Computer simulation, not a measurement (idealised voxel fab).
Process module, titled voxel ribs on slabs
FYI the section here is cut, 230 nm wide, cells are 5 nm squares.
In this document a cross-section is written as a grid of square cells. It is given as a series of bands, listed from the top down, and a band is one or more rows of cells. Read a band's entry like this: the first values are the height of its top and the height of its bottom in nm, and what follows is the sequence of materials from left to right, each with its width in nm. Note that "air" is empty space, and that a single material marked "full width" reaches across the band from edge to edge. Heights are reckoned from 0. Under this level, the received wafer is all of one material. The bottommost band is open-ended downward, for example "z 0 and below". It should be noted that a width expressed as "30->40" varies in equal increments from row to row of cells within the band, taking the value of the first number at the top row and that of the second number at the bottom row. "identical to before", as given for a step, is the statement that not any cell of the cross-section underwent a change during that step. Empty spaces without an open route to the top, at least 8 cells in extent, make up the entry "Sealed void inventory"; each is given as width x height at distance, where the distance is measured from the left edge, and all are in nm. Note: text after step settings on the step line = simulator remark on that step. Regarding "overlay nm": on a step with a mask, it is the distance the mask lay to the right of its planned place; a negative value places it to the left.

This section lists the process steps that were planned
- 1: RECEIVE with material Si
- 2: DIRECTIONAL_DEP with material SiO2, thk nm 20
- 3: DIRECTIONAL_DEP with material polySi, thk nm 20
- 4: DIRECTIONAL_DEP with material aC, thk nm 10
- 5: PATTERN with tone cover, mask id RIB, material resist, width nm 25, thk nm 30, overlay nm 0
- 6: DIRECTIONAL_ETCH with etch materials aC, depth nm 10
- 7: STRIP with etch materials resist
- 8: DIRECTIONAL_ETCH with etch materials polySi, depth nm 5
- 9: STRIP with etch materials aC
- 10: MASKED_ETCH with tone cover, mask id SLAB, width nm 65, etch materials polySi, depth nm 15, overlay nm 0
- 11: FILL_DEP with material SiO2, thk nm 20
- 12: CMP with height nm 55
- 13: DIRECTIONAL_DEP with material W, thk nm 5
- 14: PATTERN with tone cover, mask id HEATER, material resist, width nm 35, thk nm 20, overlay nm 0
- 15: DIRECTIONAL_ETCH with etch materials W, depth nm 5
- 16: STRIP with etch materials resist
- 17: CONFORMAL_DEP with material SiO2, thk nm 5

First of two wafers: run as planned

Wafer as received: cross-section following step 1
    z 0 and below: Si full width
    Sealed void inventory: none

Wafer xsec, post step 2
    z 20 to 0: SiO2 full width
    below 0: unchanged

Wafer xsec, post step 3
    z 40 to 20: polySi full width
    below 20: unchanged

Wafer xsec, post step 4
    z 50 to 40: aC full width
    below 40: unchanged

Wafer xsec, post step 5
    z 80 to 50: air: 100, resist: 25, air: 105
    below 50: unchanged

Wafer xsec, post step 6
    z 70 to 50: air: 100, resist: 25, air: 105
    z 50 to 40: air: 100, aC: 25, air: 105
    below 40: unchanged

Wafer xsec, post step 7
    z 50 to 40: air: 100, aC: 25, air: 105
    below 40: unchanged

Wafer xsec, post step 8
    z 50 to 40: air: 100, aC: 25, air: 105
    z 40 to 35: air: 100, polySi: 25, air: 105
    below 35: unchanged

Wafer xsec, post step 9
    z 40 to 35: air: 100, polySi: 25, air: 105
    below 35: unchanged

Wafer xsec, post step 10
    z 40 to 35: air: 100, polySi: 25, air: 105
    z 35 to 20: air: 80, polySi: 65, air: 85
    below 20: unchanged

Wafer xsec, post step 11
    z 60 to 40: SiO2 full width
    z 40 to 35: SiO2: 100, polySi: 25, SiO2: 105
    z 35 to 20: SiO2: 80, polySi: 65, SiO2: 85
    below 20: unchanged

Wafer xsec, post step 12
    z 55 to 40: SiO2 full width
    below 40: unchanged

Wafer xsec, post step 13
    z 60 to 55: W full width
    below 55: unchanged

Wafer xsec, post step 14
    z 80 to 60: air: 95, resist: 35, air: 100
    below 60: unchanged

Wafer xsec, post step 15
    z 80 to 60: air: 95, resist: 35, air: 100
    z 60 to 55: air: 95, W: 35, air: 100
    below 55: unchanged

Wafer xsec, post step 16
    z 60 to 55: air: 95, W: 35, air: 100
    below 55: unchanged

Wafer xsec, post step 17
    z 65 to 60: air: 90, SiO2: 45, air: 95
    z 60 to 55: SiO2: 95, W: 35, SiO2: 100
    below 55: unchanged

Wafer two. Identical start, identical plan. One mistake in execution. Identical history through step 1

The second wafer cut through, at the time step 2 was supposed to be finished
    z 15 to 0: SiO2 full width
    below 0: unchanged

The second wafer cut through, at the time step 3 was supposed to be finished
    z 35 to 15: polySi full width
    below 15: unchanged

The second wafer cut through, at the time step 4 was supposed to be finished
    z 45 to 35: aC full width
    below 35: unchanged

The second wafer cut through, at the time step 5 was supposed to be finished
    z 75 to 45: air: 100, resist: 25, air: 105
    below 45: unchanged

The second wafer cut through, at the time step 6 was supposed to be finished
    z 65 to 45: air: 100, resist: 25, air: 105
    z 45 to 35: air: 100, aC: 25, air: 105
    below 35: unchanged

The second wafer cut through, at the time step 7 was supposed to be finished
    z 45 to 35: air: 100, aC: 25, air: 105
    below 35: unchanged

The second wafer cut through, at the time step 8 was supposed to be finished
    z 45 to 35: air: 100, aC: 25, air: 105
    z 35 to 30: air: 100, polySi: 25, air: 105
    below 30: unchanged

The second wafer cut through, at the time step 9 was supposed to be finished
    z 35 to 30: air: 100, polySi: 25, air: 105
    below 30: unchanged

The second wafer cut through, at the time step 10 was supposed to be finished
    z 35 to 30: air: 100, polySi: 25, air: 105
    z 30 to 15: air: 80, polySi: 65, air: 85
    below 15: unchanged

The second wafer cut through, at the time step 11 was supposed to be finished
    z 55 to 35: SiO2 full width
    z 35 to 30: SiO2: 100, polySi: 25, SiO2: 105
    z 30 to 15: SiO2: 80, polySi: 65, SiO2: 85
    below 15: unchanged

The second wafer cut through, at the time step 12 was supposed to be finished: identical to before

The second wafer cut through, at the time step 13 was supposed to be finished
    z 60 to 55: W full width
    below 55: unchanged

The second wafer cut through, at the time step 14 was supposed to be finished
    z 80 to 60: air: 95, resist: 35, air: 100
    below 60: unchanged

The second wafer cut through, at the time step 15 was supposed to be finished
    z 80 to 60: air: 95, resist: 35, air: 100
    z 60 to 55: air: 95, W: 35, air: 100
    below 55: unchanged

The second wafer cut through, at the time step 16 was supposed to be finished
    z 60 to 55: air: 95, W: 35, air: 100
    below 55: unchanged

The second wafer cut through, at the time step 17 was supposed to be finished
    z 65 to 60: air: 90, SiO2: 45, air: 95
    z 60 to 55: SiO2: 95, W: 35, SiO2: 100
    below 55: unchanged
What went wrong in running the wafer? for step 2, the planned setting was not used; the step was instead run as DIRECTIONAL_DEP with material SiO2, thk nm 15
Same inventory, different map: at the end, the second wafer holds as many cells of each material as the first, placed elsewhere.
